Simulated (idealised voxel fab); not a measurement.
The following process module bears the name voxel fin reveal.
Cross-sectional view cut (width: 205 nm; square cell size: 5 nm).
For the purposes of this document, a cross-section shall be understood as a grid of square cells, specified as bands listed in top-to-bottom order, each band consisting of one or more rows of cells.
Per band: top height and bottom height in nm, followed by the left-to-right materials and their widths in nm; "edge to edge" marks a single material spanning edge to edge, "empty" marks empty space.
Height reference: 0 = level under which incoming wafer is all one material. Lowest band: no bottom, runs on downward, e.g. "top 0, no bottom".
A width given as "30->40" starts at the first number in the band's top row and ends at the second number in its bottom row, shifting by an equal amount at every step from row to row.
Basically "left unchanged" means that step didn't change any cell in the cross-section.
The list in "Enclosed void catalog" covers empty spaces of 8 cells or more that cannot reach the top through any open way, and it gives each as width x height at distance; the distance is from the left edge, and width, height and distance are in nm.
What comes after the settings on a step's line is commentary from the simulator itself on that step.
Among the settings permitted on a step's line is "overlay nm"; applied to a step with a mask, it specifies the extent to which the mask lay to the right of its planned position, whereas a negative figure signifies a position to the left.

This section lists the process steps that were planned:
1 RECEIVE (material Si)
2 CONFORMAL_DEP (material SiN; thk nm 5)
3 MASKED_ETCH (tone cover; mask id FINS; width nm 15; pitch nm 35; etch materials SiN; depth nm 5; overlay nm -15)
4 MASKED_ETCH (tone cover; mask id FINS; width nm 15; pitch nm 35; etch materials Si; depth nm 30; overlay nm 0)
5 FILL_DEP (material SiO2; thk nm 5)
6 CMP (height nm 5)
7 SELECTIVE_ETCH (etch materials SiO2; depth nm 25)
8 STRIP (etch materials SiN)
9 CONFORMAL_DEP (material HfO2; thk nm 5)
Where the wafers of this document differ is in the overlay nm of step 3; they start out the same, and the plan states the value that applied to the first wafer.

Received wafers, first of several: cross-section after step 1:
  top 0, no bottom | Si edge to edge
  Enclosed void catalog: none

each wafer at the end: cells of each material gained (+) or lost (-) since it was received, then its closed voids:
overlay nm -15 | +53 HfO2 | -174 Si | +58 SiO2 | Enclosed void catalog: none
overlay nm -10 | +57 HfO2 | -186 Si | +62 SiO2 | Enclosed void catalog: none
overlay nm -5 | +57 HfO2 | -198 Si | +66 SiO2 | Enclosed void catalog: none
overlay nm 0 | +57 HfO2 | -210 Si | +70 SiO2 | Enclosed void catalog: none
overlay nm 5 | +57 HfO2 | -198 Si | +66 SiO2 | Enclosed void catalog: none
overlay nm 10 | +57 HfO2 | -186 Si | +62 SiO2 | Enclosed void catalog: none
overlay nm 15 | +53 HfO2 | -174 Si | +58 SiO2 | Enclosed void catalog: none
